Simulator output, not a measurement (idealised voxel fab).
Documented hereafter: the process module known as voxel ribs on slabs.
Shown is cross-section cut, with a width of 300 nm and square cells of size 5 nm.
We lay out every cross-section as a grid of square cells and spell it out in bands from the top down, where one band means one or more rows of cells. The entry gives the band's vertical extent as a top height and a bottom height in nm, then its horizontal make-up as materials from left to right, each with a width in nm. "empty" stands for empty space; a single material marked "throughout" fills the band edge to edge. Height is counted from the level 0, under which the received wafer is composed throughout of one material. The lowest of the bands is not closed at the bottom but continues downward, in the notation "0 and below". So if you see something like "30..40" for the width, read it as the top row of the band sitting at the first number and the bottom row at the second, with every row in between moving by the same amount as the last. "left unchanged" for a step: no cell of the cross-section changed in that step. "Enclosed void list" enumerates empty spaces isolated from the top, with no open way to it, that contain at least 8 cells, giving each as width x height at distance from the left edge, all three in nm. Note: text after step settings on the step line = simulator remark on that step. overlay nm: mask right of planned place by this much (step with mask). Neg. = left.
Here's what the planned process steps look like
1,RECEIVE | material Si
2,DIRECTIONAL_DEP | material SiO2 | thk nm 30
3,DIRECTIONAL_DEP | material SiN | thk nm 25
4,MASKED_ETCH | tone cover | mask id RIB | width nm 20 | etch materials SiN | depth nm 20 | overlay nm 0
5,MASKED_ETCH | tone cover | mask id SLAB | width nm 60 | etch materials SiN | depth nm 5 | overlay nm 0
6,FILL_DEP | material SiO2 | thk nm 25
7,CMP | height nm 75
8,DIRECTIONAL_DEP | material W | thk nm 5
9,MASKED_ETCH | tone cover | mask id HEATER | width nm 30 | etch materials W | depth nm 5 | overlay nm 0
10,CONFORMAL_DEP | material SiO2 | thk nm 5
First of two wafers, processed according to plan
As-received wafer cross-section (after step 1)
    0 and below: Si throughout
    Enclosed void list: none
Cross-sectional representation of the wafer at the conclusion of step 2
    30 down to 0: SiO2 throughout
    Under 0: no change, same as before.
Cross-sectional representation of the wafer at the conclusion of step 3
    55 down to 30: SiN throughout
    Under 30: no change, same as before.
Cross-sectional representation of the wafer at the conclusion of step 4
    55 down to 35: 140 of empty | 20 of SiN | 140 of empty
    Under 35: no change, same as before.
Cross-sectional representation of the wafer at the conclusion of step 5
    55 down to 35: 140 of empty | 20 of SiN | 140 of empty
    35 down to 30: 120 of empty | 60 of SiN | 120 of empty
    Under 30: no change, same as before.
Cross-sectional representation of the wafer at the conclusion of step 6
    80 down to 55: SiO2 throughout
    55 down to 35: 140 of SiO2 | 20 of SiN | 140 of SiO2
    35 down to 30: 120 of SiO2 | 60 of SiN | 120 of SiO2
    Under 30: no change, same as before.
Cross-sectional representation of the wafer at the conclusion of step 7
    75 down to 55: SiO2 throughout
    Under 55: no change, same as before.
Cross-sectional representation of the wafer at the conclusion of step 8
    80 down to 75: W throughout
    Under 75: no change, same as before.
Cross-sectional representation of the wafer at the conclusion of step 9
    80 down to 75: 135 of empty | 30 of W | 135 of empty
    Under 75: no change, same as before.
Cross-sectional representation of the wafer at the conclusion of step 10
    85 down to 80: 130 of empty | 40 of SiO2 | 130 of empty
    80 down to 75: 135 of SiO2 | 30 of W | 135 of SiO2
    Under 75: no change, same as before.
Second wafer: like start, like plan, one mistake. Through step 9 it matches the first wafer
Second wafer, cut view, end of step 10 per plan: left unchanged
Want to know what went wrong? step 10 of the plan was omitted and not executed
Counted in cells at the end, the second wafer holds more or fewer of these materials than the first: 62 fewer of SiO2
